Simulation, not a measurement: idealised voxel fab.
Presented below is a process module, voxel self aligned vias.
This is section cut - it's 195 nm across, gridded in 5 nm square cells.
Square cells in a grid make up a cross-section in this document, and the grid is given as bands, listed from the top down, each one or more rows of cells.
First you get the band's top height and its bottom height, in nm, and then the materials it's made of, left to right, with each width in nm. If you see a single material with "edge to edge", that one covers the band edge to edge. "blank" is empty space.
Below 0: as-received wafer, all one material; heights counted from there. Lowest band: no bottom, goes on down, written "0 -> down".
Read "30 to 40" as a graded width: first number on top, second number at the bottom, same change between each pair of neighbouring rows.
"nothing got changed", as given for a step, is the statement that not any cell of the cross-section underwent a change during that step.
Under "Entrapped void list" you'll find the enclosed gaps, the ones with no way out to the top, that are 8 cells or bigger; each reads width x height at distance, with distance counted from the left edge, everything in nm.
If you see something after the settings on a step's line, that's the simulator's own remark about that step.
overlay nm: on a step with a mask, how far right of its planned place the mask lay; negative means left.
**The planned process steps are enumerated hereunder**
1. RECEIVE: material Si
2. CONFORMAL_DEP: material SiO2, thk nm 15
3. CONFORMAL_DEP: material SiCN, thk nm 5
4. DIRECTIONAL_DEP: material SiO2, thk nm 25
5. MASKED_ETCH: tone open, mask id LINES, width nm 25, pitch nm 65, etch materials SiO2, depth nm 25, overlay nm 0
6. CONFORMAL_DEP: material TiN, thk nm 5
7. FILL_DEP: material Ru, thk nm 10
8. CMP: height nm 45
9. SELECTIVE_ETCH: etch materials W Ru TiN, depth nm 5
10. FILL_DEP: material SiN, thk nm 5
11. CMP: height nm 45
12. DIRECTIONAL_DEP: material SiO2, thk nm 15
13. DIRECTIONAL_DEP: material aC, thk nm 10
14. PATTERN: tone open, mask id VIAS, material resist, width nm 35, thk nm 30, overlay nm 0
15. DIRECTIONAL_ETCH: etch materials aC, depth nm 10
16. STRIP: etch materials resist
17. DIRECTIONAL_ETCH: etch materials SiO2, depth nm 15
18. DIRECTIONAL_ETCH: etch materials SiN, depth nm 5
19. STRIP: etch materials aC
20. CONFORMAL_DEP: material TiN, thk nm 5
21. FILL_DEP: material Ru, thk nm 10
22. CMP: height nm 60
23. CONFORMAL_DEP: material SiN, thk nm 5
**Cross-section, incoming material, after step 1**
0 -> down: Si edge to edge
Entrapped void list: none
**Same starting wafer, same plan as above, one mistake in the execution; this is the cross-section at the end of the module**
65 -> 60: SiN edge to edge
60 -> 50: SiO2 (45), TiN (5), Ru (25), TiN (5), SiO2 (115)
50 -> 45: SiO2 (45), TiN (10), Ru (15), TiN (10), SiO2 (115)
45 -> 40: SiO2 (50), TiN (25), SiO2 (40), SiN (25), SiO2 (55)
40 -> 25: SiO2 (50), TiN (5), Ru (15), TiN (5), SiO2 (40), TiN (5), Ru (15), TiN (5), SiO2 (55)
25 -> 20: SiO2 (50), TiN (25), SiO2 (40), TiN (25), SiO2 (55)
20 -> 5: SiO2 edge to edge
5 -> 0: SiCN edge to edge
0 -> down: Si edge to edge
Entrapped void list: none
Which mistake was made when the wafer was run? steps 2 and 3 run out of order (swapped)
